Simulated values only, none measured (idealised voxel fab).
process module | voxel double patterning
cross-section cut | 200 nm wide | cells 5 nm
A cross-section is a grid of square cells, given in bands from the top down. A band is one or more rows of cells.
Each band's line starts with the height of the band's top and of its bottom, in nm. Then come its materials from left to right, each with its width in nm. One material with "throughout" fills the band from edge to edge. "air" is empty space.
Height 0 is the level under which the wafer as received is all one material. The lowest band goes on downwards, as in "0 down".
A width such as "30 to 40" changes by the same amount from each row of cells to the next, from the band's top row to its bottom row.
"no change" after a step means that no cell of the cross-section changed.
closed voids: empty space of 8 cells or more with no open way to the top, each as width x height at its distance from the left edge, in nm
after a step's settings: what the simulator itself notes on the step
overlay nm, on a step with a mask: how far to the right of its planned place the mask lay; to the left if negative
plan
1 op RECEIVE | material Si
2 op CONFORMAL_DEP | material SiO2 | thk nm 10
3 op DIRECTIONAL_DEP | material polySi | thk nm 20
4 op DIRECTIONAL_DEP | material SiN | thk nm 5
5 op MASKED_ETCH | tone open | mask id FIRST | width nm 15 | pitch nm 50 | etch materials SiN | depth nm 5 | overlay nm 0
6 op PATTERN | tone open | mask id SECOND | material resist | width nm 15 | pitch nm 50 | thk nm 15 | overlay nm 0
7 op DIRECTIONAL_ETCH | etch materials SiN | depth nm 5
8 op STRIP | etch materials resist
9 op DIRECTIONAL_ETCH | etch materials polySi | depth nm 20
10 op STRIP | etch materials SiN
first wafer, as planned
as received, after step 1
  0 down: Si throughout
  closed voids: none
after step 2
  10 to 0: SiO2 throughout
  below 0: unchanged
after step 3
  30 to 10: polySi throughout
  below 10: unchanged
after step 4
  35 to 30: SiN throughout
  below 30: unchanged
after step 5
  35 to 30: SiN 40 | air 15 | SiN 35 | air 15 | SiN 35 | air 15 | SiN 45
  below 30: unchanged
after step 6
  50 to 35: resist 65 | air 15 | resist 35 | air 15 | resist 70
  35 to 30: SiN 40 | resist 15 | SiN 35 | resist 15 | SiN 35 | resist 15 | SiN 45
  below 30: unchanged
after step 7
  50 to 35: resist 65 | air 15 | resist 35 | air 15 | resist 70
  35 to 30: SiN 40 | resist 15 | SiN 10 | air 15 | SiN 10 | resist 15 | SiN 10 | air 15 | SiN 10 | resist 15 | SiN 45
  below 30: unchanged
after step 8
  35 to 30: SiN 40 | air 15 | SiN 10 | air 15 | SiN 10 | air 15 | SiN 10 | air 15 | SiN 10 | air 15 | SiN 45
  below 30: unchanged
after step 9
  35 to 30: SiN 40 | air 15 | SiN 10 | air 15 | SiN 10 | air 15 | SiN 10 | air 15 | SiN 10 | air 15 | SiN 45
  30 to 10: polySi 40 | air 15 | polySi 10 | air 15 | polySi 10 | air 15 | polySi 10 | air 15 | polySi 10 | air 15 | polySi 45
  below 10: unchanged
after step 10
  30 to 10: polySi 40 | air 15 | polySi 10 | air 15 | polySi 10 | air 15 | polySi 10 | air 15 | polySi 10 | air 15 | polySi 45
  below 10: unchanged
second wafer: like start, like plan, one mistake. Through step 5 it matches the first wafer
when step 6 should have ended
  50 to 35: resist 70 | air 15 | resist 35 | air 15 | resist 65
  35 to 30: SiN 40 | resist 15 | SiN 35 | resist 15 | SiN 35 | resist 15 | SiN 45
  below 30: unchanged
when step 7 should have ended
  50 to 35: resist 70 | air 15 | resist 35 | air 15 | resist 65
  35 to 30: SiN 40 | resist 15 | SiN 15 | air 15 | SiN 5 | resist 15 | SiN 15 | air 15 | SiN 5 | resist 15 | SiN 45
  below 30: unchanged
when step 8 should have ended
  35 to 30: SiN 40 | air 15 | SiN 15 | air 15 | SiN 5 | air 15 | SiN 15 | air 15 | SiN 5 | air 15 | SiN 45
  below 30: unchanged
when step 9 should have ended
  35 to 30: SiN 40 | air 15 | SiN 15 | air 15 | SiN 5 | air 15 | SiN 15 | air 15 | SiN 5 | air 15 | SiN 45
  30 to 10: polySi 40 | air 15 | polySi 15 | air 15 | polySi 5 | air 15 | polySi 15 | air 15 | polySi 5 | air 15 | polySi 45
  below 10: unchanged
when step 10 should have ended
  30 to 10: polySi 40 | air 15 | polySi 15 | air 15 | polySi 5 | air 15 | polySi 15 | air 15 | polySi 5 | air 15 | polySi 45
  below 10: unchanged
what went wrong: step 6 ran as: op PATTERN | tone open | mask id SECOND | material resist | width nm 15 | pitch nm 50 | thk nm 15 | overlay nm 5
at the end the second wafer has, in cells: as many of each material as the first, in other places
